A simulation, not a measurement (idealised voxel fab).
process module | voxel released beams
cross-section cut | 140 nm wide | cells 5 nm
A cross-section is a grid of square cells, given in bands from the top down. A band is one or more rows of cells.
Each band's line starts with the height of the band's top and of its bottom, in nm. Then come its materials from left to right, each with its width in nm. One material with "throughout" fills the band from edge to edge. "air" is empty space.
Height 0 is the level under which the wafer as received is all one material. The lowest band goes on downwards, as in "0 down".
A width such as "30 to 40" changes by the same amount from each row of cells to the next, from the band's top row to its bottom row.
"no change" after a step means that no cell of the cross-section changed.
closed voids: empty space of 8 cells or more with no open way to the top, each as width x height at its distance from the left edge, in nm
after a step's settings: what the simulator itself notes on the step
overlay nm, on a step with a mask: how far to the right of its planned place the mask lay; to the left if negative
plan
1 op RECEIVE | material Si
2 op CONFORMAL_DEP | material Al2O3 | thk nm 5
3 op DIRECTIONAL_DEP | material SiO2 | thk nm 15
4 op PATTERN | tone open | mask id ANCHOR | material resist | width nm 30 | thk nm 15 | overlay nm 0
5 op DIRECTIONAL_ETCH | etch materials SiO2 | depth nm 15
6 op STRIP | etch materials resist
7 op CONFORMAL_DEP | material W | thk nm 10
8 op MASKED_ETCH | tone cover | mask id BEAM | width nm 85 | etch materials W | depth nm 10 | overlay nm 0
9 op STRIP | etch materials SiO2
as received, after step 1
  0 down: Si throughout
  closed voids: none
first wafer at the end, as planned
  30 to 20: air 25 | W 15 | air 10 | W 60 | air 30
  20 to 15: air 30 | W 10 | air 10 | W 10 | air 80
  15 to 5: air 30 | W 30 | air 80
  5 to 0: Al2O3 throughout
  0 down: Si throughout
  closed voids: none
second wafer at the end: like start, like plan, one mistake
  25 to 15: air 25 | W 15 | air 10 | W 60 | air 30
  15 to 5: air 30 | W 30 | air 80
  5 to 0: Al2O3 throughout
  0 down: Si throughout
  closed voids: none
what went wrong: step 3 ran as: op DIRECTIONAL_DEP | material SiO2 | thk nm 10
at the end the second wafer has, in cells: 4 fewer of W
